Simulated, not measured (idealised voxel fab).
process module | voxel transistor to metal
cross-section cut | 160 nm wide | cells 5 nm
A cross-section is a grid of square cells, given in bands from the top down. A band is one or more rows of cells.
Each band's line starts with the height of the band's top and of its bottom, in nm. Then come its materials from left to right, each with its width in nm. One material with "throughout" fills the band from edge to edge. "air" is empty space.
Height 0 is the level under which the wafer as received is all one material. The lowest band goes on downwards, as in "0 down".
A width such as "30 to 40" changes by the same amount from each row of cells to the next, from the band's top row to its bottom row.
"no change" after a step means that no cell of the cross-section changed.
closed voids: empty space of 8 cells or more with no open way to the top, each as width x height at its distance from the left edge, in nm
after a step's settings: what the simulator itself notes on the step
overlay nm, on a step with a mask: how far to the right of its planned place the mask lay; to the left if negative
plan
1 op RECEIVE | material Si
2 op CONFORMAL_DEP | material SiO2 | thk nm 5
3 op CONFORMAL_DEP | material SiN | thk nm 10
4 op MASKED_ETCH | tone cover | mask id ACTIVE | width nm 115 | etch materials SiN | depth nm 10 | overlay nm 0
5 op MASKED_ETCH | tone cover | mask id ACTIVE | width nm 115 | etch materials SiO2 | depth nm 5 | overlay nm 0
6 op MASKED_ETCH | tone cover | mask id ACTIVE | width nm 115 | etch materials Si | depth nm 30 | overlay nm 0
7 op OXIDIZE | depth nm 5
8 op FILL_DEP | material SiO2 | thk nm 15
9 op CMP | height nm 15
10 op SELECTIVE_ETCH | etch materials SiO2 | depth nm 10
11 op STRIP | etch materials SiN
12 op SELECTIVE_ETCH | etch materials SiO2 | depth nm 5
13 op OXIDIZE | depth nm 5
14 op DIRECTIONAL_DEP | material polySi | thk nm 25
15 op DIRECTIONAL_DEP | material SiCN | thk nm 10
16 op PATTERN | tone cover | mask id GATE | material resist | width nm 25 | thk nm 20 | overlay nm 0
17 op DIRECTIONAL_ETCH | etch materials SiCN | depth nm 20
18 op DIRECTIONAL_ETCH | etch materials polySi | depth nm 35
19 op STRIP | etch materials resist
20 op CONFORMAL_DEP | material SiO2 | thk nm 5
21 op DIRECTIONAL_ETCH | etch materials SiO2 | depth nm 5
22 op CONFORMAL_DEP | material SiN | thk nm 5
23 op DIRECTIONAL_ETCH | etch materials SiN | depth nm 5
24 op DIRECTIONAL_ETCH | etch materials SiO2 | depth nm 5
25 op EPI | material pSi | thk nm 5
26 op FILL_DEP | material SiO2 | thk nm 10
27 op CMP | height nm 35
28 op DIRECTIONAL_DEP | material SiO2 | thk nm 10
29 op MASKED_ETCH | tone open | mask id CONTACT | width nm 35 | pitch nm 70 | etch materials SiO2 | depth nm 45 | overlay nm 0
30 op CONFORMAL_DEP | material TiN | thk nm 5
31 op FILL_DEP | material Ru | thk nm 10
32 op CMP | height nm 45
33 op CONFORMAL_DEP | material SiN | thk nm 5
34 op DIRECTIONAL_DEP | material lowk | thk nm 20
35 op PATTERN | tone open | mask id METAL_1 | material resist | width nm 20 | pitch nm 85 | thk nm 20 | overlay nm 0
36 op DIRECTIONAL_ETCH | etch materials lowk | depth nm 20
37 op DIRECTIONAL_ETCH | etch materials SiN | depth nm 5
38 op STRIP | etch materials resist
39 op CONFORMAL_DEP | material TiN | thk nm 5
40 op FILL_DEP | material W | thk nm 5
41 op CMP | height nm 70
42 op EPI | material Ru | thk nm 5
43 op FILL_DEP | material SiCN | thk nm 5
as received, after step 1
  0 down: Si throughout
  closed voids: none
a wafer at the end: this start, this plan, one mistake
  80 to 75: SiCN throughout
  75 to 70: SiCN 20 | Ru 30 | SiCN 55 | Ru 30 | SiCN 25
  70 to 50: lowk 25 | TiN 5 | W 10 | TiN 5 | lowk 65 | TiN 5 | W 10 | TiN 5 | lowk 30
  50 to 45: SiN 25 | TiN 20 | SiN 65 | TiN 20 | SiN 30
  45 to 40: SiO2 25 | TiN 5 | Ru 25 | TiN 5 | SiO2 35 | TiN 5 | Ru 25 | TiN 5 | SiO2 30
  40 to 35: SiO2 25 | TiN 35 | SiO2 35 | TiN 35 | SiO2 30
  35 to 25: SiCN 65 | SiO2 5 | SiN 5 | SiO2 5 | SiN 5 | SiO2 5 | SiCN 70
  25 to 0: polySi 65 | SiO2 5 | SiN 5 | SiO2 5 | SiN 5 | SiO2 5 | polySi 70
  0 to -5: SiO2 75 | pSi 5 | SiO2 80
  -5 to -35: SiO2 25 | Si 105 | SiO2 30
  -35 down: Si throughout
  closed voids: none
what went wrong: step 16 ran as: op PATTERN | tone open | mask id GATE | material resist | width nm 25 | thk nm 20 | overlay nm 0
